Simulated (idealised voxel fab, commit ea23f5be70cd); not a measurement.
Process module in this document: voxel self aligned vias
In the cross-section labelled cut, the width is 295 nm and each square cell is 5 nm.
A cross-section is written here as square cells arranged in a grid, and it is given in bands from the top down, each band taking up one or more rows of cells.
Within each band entry, the heights of the top and of the bottom of the band appear first, in that order and in nm; the materials of the band then follow from left to right, each with its corresponding width in nm. The designation "all across" on a single material indicates that it fills the band from edge to edge; the designation "empty" indicates empty space.
Below 0: as-received wafer, all one material; heights counted from there. Lowest band: no bottom, goes on down, written "0 and below".
A two-number width, for instance "30 to 40", indicates that the width is equal to the first number in the top row of the band and to the second number in the bottom row, and that it changes by a constant amount per row of cells.
Basically "no alterations made" means that step didn't change any cell in the cross-section.
Under "Closed void list" you'll find the enclosed gaps, the ones with no way out to the top, that are 8 cells or bigger; each reads width x height at distance, with distance counted from the left edge, everything in nm.
after a step's settings: what the simulator itself notes on the step
overlay nm: how far to the right of its planned place the mask lay on this masked step (negative: to the left).

**Process steps foreseen in the plan**
- 1: RECEIVE (material Si)
- 2: CONFORMAL_DEP (material SiO2; thk nm 15)
- 3: CONFORMAL_DEP (material SiCN; thk nm 5)
- 4: DIRECTIONAL_DEP (material SiO2; thk nm 20)
- 5: PATTERN (tone open; mask id LINES; material resist; width nm 30; pitch nm 65; thk nm 20; overlay nm 0)
- 6: DIRECTIONAL_ETCH (etch materials SiO2; depth nm 20)
- 7: STRIP (etch materials resist)
- 8: CONFORMAL_DEP (material TiN; thk nm 5)
- 9: FILL_DEP (material Ru; thk nm 10)
- 10: CMP (height nm 40)
- 11: SELECTIVE_ETCH (etch materials W Ru TiN; depth nm 10)
- 12: FILL_DEP (material SiN; thk nm 10)
- 13: CMP (height nm 40)
- 14: DIRECTIONAL_DEP (material SiO2; thk nm 15)
- 15: MASKED_ETCH (tone open; mask id VIAS; width nm 50; etch materials SiO2; depth nm 15; overlay nm 0)
- 16: MASKED_ETCH (tone open; mask id VIAS; width nm 50; etch materials SiN; depth nm 10; overlay nm 0)
- 17: CONFORMAL_DEP (material TiN; thk nm 5)
- 18: FILL_DEP (material Ru; thk nm 5)
- 19: CMP (height nm 55)
- 20: CONFORMAL_DEP (material SiCN; thk nm 5)

**Run as planned: first of two wafers**

**Cross-section of the wafer at receipt, which is the condition after step 1**
	0 and below = Si all across
	Closed void list: none

**You're looking at a cross-section of the wafer after step 2**
	15 down to 0 = SiO2 all across
	below 0: unchanged

**You're looking at a cross-section of the wafer after step 3**
	20 down to 15 = SiCN all across
	below 15: unchanged

**You're looking at a cross-section of the wafer after step 4**
	40 down to 20 = SiO2 all across
	below 20: unchanged

**You're looking at a cross-section of the wafer after step 5**
	60 down to 40 = resist=100 / empty=30 / resist=35 / empty=30 / resist=100
	below 40: unchanged

**You're looking at a cross-section of the wafer after step 6**
	60 down to 40 = resist=100 / empty=30 / resist=35 / empty=30 / resist=100
	40 down to 20 = SiO2=100 / empty=30 / SiO2=35 / empty=30 / SiO2=100
	below 20: unchanged

**You're looking at a cross-section of the wafer after step 7**
	40 down to 20 = SiO2=100 / empty=30 / SiO2=35 / empty=30 / SiO2=100
	below 20: unchanged

**You're looking at a cross-section of the wafer after step 8**
	45 down to 40 = TiN=105 / empty=20 / TiN=45 / empty=20 / TiN=105
	40 down to 25 = SiO2=100 / TiN=5 / empty=20 / TiN=5 / SiO2=35 / TiN=5 / empty=20 / TiN=5 / SiO2=100
	25 down to 20 = SiO2=100 / TiN=30 / SiO2=35 / TiN=30 / SiO2=100
	below 20: unchanged

**You're looking at a cross-section of the wafer after step 9**
	55 down to 45 = Ru all across
	45 down to 40 = TiN=105 / Ru=20 / TiN=45 / Ru=20 / TiN=105
	40 down to 25 = SiO2=100 / TiN=5 / Ru=20 / TiN=5 / SiO2=35 / TiN=5 / Ru=20 / TiN=5 / SiO2=100
	below 25: unchanged

**You're looking at a cross-section of the wafer after step 10**
	40 down to 25 = SiO2=100 / TiN=5 / Ru=20 / TiN=5 / SiO2=35 / TiN=5 / Ru=20 / TiN=5 / SiO2=100
	below 25: unchanged

**You're looking at a cross-section of the wafer after step 11**
	40 down to 30 = SiO2=100 / empty=30 / SiO2=35 / empty=30 / SiO2=100
	below 30: unchanged

**You're looking at a cross-section of the wafer after step 12**
	50 down to 40 = SiN all across
	40 down to 30 = SiO2=100 / SiN=30 / SiO2=35 / SiN=30 / SiO2=100
	below 30: unchanged

**You're looking at a cross-section of the wafer after step 13**
	40 down to 30 = SiO2=100 / SiN=30 / SiO2=35 / SiN=30 / SiO2=100
	below 30: unchanged

**You're looking at a cross-section of the wafer after step 14**
	55 down to 40 = SiO2 all across
	below 40: unchanged

**You're looking at a cross-section of the wafer after step 15**
	55 down to 40 = SiO2=90 / empty=50 / SiO2=155
	below 40: unchanged

**You're looking at a cross-section of the wafer after step 16**
	55 down to 40 = SiO2=90 / empty=50 / SiO2=155
	40 down to 30 = SiO2=100 / empty=30 / SiO2=35 / SiN=30 / SiO2=100
	below 30: unchanged

**You're looking at a cross-section of the wafer after step 17**
	60 down to 55 = TiN=95 / empty=40 / TiN=160
	55 down to 45 = SiO2=90 / TiN=5 / empty=40 / TiN=5 / SiO2=155
	45 down to 40 = SiO2=90 / TiN=15 / empty=20 / TiN=15 / SiO2=155
	40 down to 35 = SiO2=100 / TiN=5 / empty=20 / TiN=5 / SiO2=35 / SiN=30 / SiO2=100
	35 down to 30 = SiO2=100 / TiN=30 / SiO2=35 / SiN=30 / SiO2=100
	below 30: unchanged

**You're looking at a cross-section of the wafer after step 18**
	65 down to 60 = Ru all across
	60 down to 55 = TiN=95 / Ru=40 / TiN=160
	55 down to 45 = SiO2=90 / TiN=5 / Ru=40 / TiN=5 / SiO2=155
	45 down to 40 = SiO2=90 / TiN=15 / Ru=20 / TiN=15 / SiO2=155
	40 down to 35 = SiO2=100 / TiN=5 / Ru=20 / TiN=5 / SiO2=35 / SiN=30 / SiO2=100
	below 35: unchanged

**You're looking at a cross-section of the wafer after step 19**
	55 down to 45 = SiO2=90 / TiN=5 / Ru=40 / TiN=5 / SiO2=155
	below 45: unchanged

**You're looking at a cross-section of the wafer after step 20**
	60 down to 55 = SiCN all across
	below 55: unchanged

**For the second wafer, take the first wafer's start and plan, then add one mistake made in running it; everything through step 4, that step included, is shared with the first**

**Cross-section, second wafer, at the end time the plan gives for step 5**
	60 down to 40 = resist=90 / empty=30 / resist=35 / empty=30 / resist=110
	below 40: unchanged

**Cross-section, second wafer, at the end time the plan gives for step 6**
	60 down to 40 = resist=90 / empty=30 / resist=35 / empty=30 / resist=110
	40 down to 20 = SiO2=90 / empty=30 / SiO2=35 / empty=30 / SiO2=110
	below 20: unchanged

**Cross-section, second wafer, at the end time the plan gives for step 7**
	40 down to 20 = SiO2=90 / empty=30 / SiO2=35 / empty=30 / SiO2=110
	below 20: unchanged

**Cross-section, second wafer, at the end time the plan gives for step 8**
	45 down to 40 = TiN=95 / empty=20 / TiN=45 / empty=20 / TiN=115
	40 down to 25 = SiO2=90 / TiN=5 / empty=20 / TiN=5 / SiO2=35 / TiN=5 / empty=20 / TiN=5 / SiO2=110
	25 down to 20 = SiO2=90 / TiN=30 / SiO2=35 / TiN=30 / SiO2=110
	below 20: unchanged

**Cross-section, second wafer, at the end time the plan gives for step 9**
	55 down to 45 = Ru all across
	45 down to 40 = TiN=95 / Ru=20 / TiN=45 / Ru=20 / TiN=115
	40 down to 25 = SiO2=90 / TiN=5 / Ru=20 / TiN=5 / SiO2=35 / TiN=5 / Ru=20 / TiN=5 / SiO2=110
	below 25: unchanged

**Cross-section, second wafer, at the end time the plan gives for step 10**
	40 down to 25 = SiO2=90 / TiN=5 / Ru=20 / TiN=5 / SiO2=35 / TiN=5 / Ru=20 / TiN=5 / SiO2=110
	below 25: unchanged

**Cross-section, second wafer, at the end time the plan gives for step 11**
	40 down to 30 = SiO2=90 / empty=30 / SiO2=35 / empty=30 / SiO2=110
	below 30: unchanged

**Cross-section, second wafer, at the end time the plan gives for step 12**
	50 down to 40 = SiN all across
	40 down to 30 = SiO2=90 / SiN=30 / SiO2=35 / SiN=30 / SiO2=110
	below 30: unchanged

**Cross-section, second wafer, at the end time the plan gives for step 13**
	40 down to 30 = SiO2=90 / SiN=30 / SiO2=35 / SiN=30 / SiO2=110
	below 30: unchanged

**Cross-section, second wafer, at the end time the plan gives for step 14**
	55 down to 40 = SiO2 all across
	below 40: unchanged

**Cross-section, second wafer, at the end time the plan gives for step 15**
	55 down to 40 = SiO2=90 / empty=50 / SiO2=155
	below 40: unchanged

**Cross-section, second wafer, at the end time the plan gives for step 16**
	55 down to 40 = SiO2=90 / empty=50 / SiO2=155
	40 down to 30 = SiO2=90 / empty=30 / SiO2=35 / SiN=30 / SiO2=110
	below 30: unchanged

**Cross-section, second wafer, at the end time the plan gives for step 17**
	60 down to 55 = TiN=95 / empty=40 / TiN=160
	55 down to 45 = SiO2=90 / TiN=5 / empty=40 / TiN=5 / SiO2=155
	45 down to 40 = SiO2=90 / TiN=5 / empty=20 / TiN=25 / SiO2=155
	40 down to 35 = SiO2=90 / TiN=5 / empty=20 / TiN=5 / SiO2=35 / SiN=30 / SiO2=110
	35 down to 30 = SiO2=90 / TiN=30 / SiO2=35 / SiN=30 / SiO2=110
	below 30: unchanged

**Cross-section, second wafer, at the end time the plan gives for step 18**
	65 down to 60 = Ru all across
	60 down to 55 = TiN=95 / Ru=40 / TiN=160
	55 down to 45 = SiO2=90 / TiN=5 / Ru=40 / TiN=5 / SiO2=155
	45 down to 40 = SiO2=90 / TiN=5 / Ru=20 / TiN=25 / SiO2=155
	40 down to 35 = SiO2=90 / TiN=5 / Ru=20 / TiN=5 / SiO2=35 / SiN=30 / SiO2=110
	below 35: unchanged

**Cross-section, second wafer, at the end time the plan gives for step 19**
	55 down to 45 = SiO2=90 / TiN=5 / Ru=40 / TiN=5 / SiO2=155
	below 45: unchanged

**Cross-section, second wafer, at the end time the plan gives for step 20**
	60 down to 55 = SiCN all across
	below 55: unchanged
The mistake made against the process plan was this: in deviation from the planned setting, step 5 was conducted as PATTERN (tone open; mask id LINES; material resist; width nm 30; pitch nm 65; thk nm 20; overlay nm -10)
At the close, every material occupies the same number of cells on the second wafer as on the first, only in different positions.
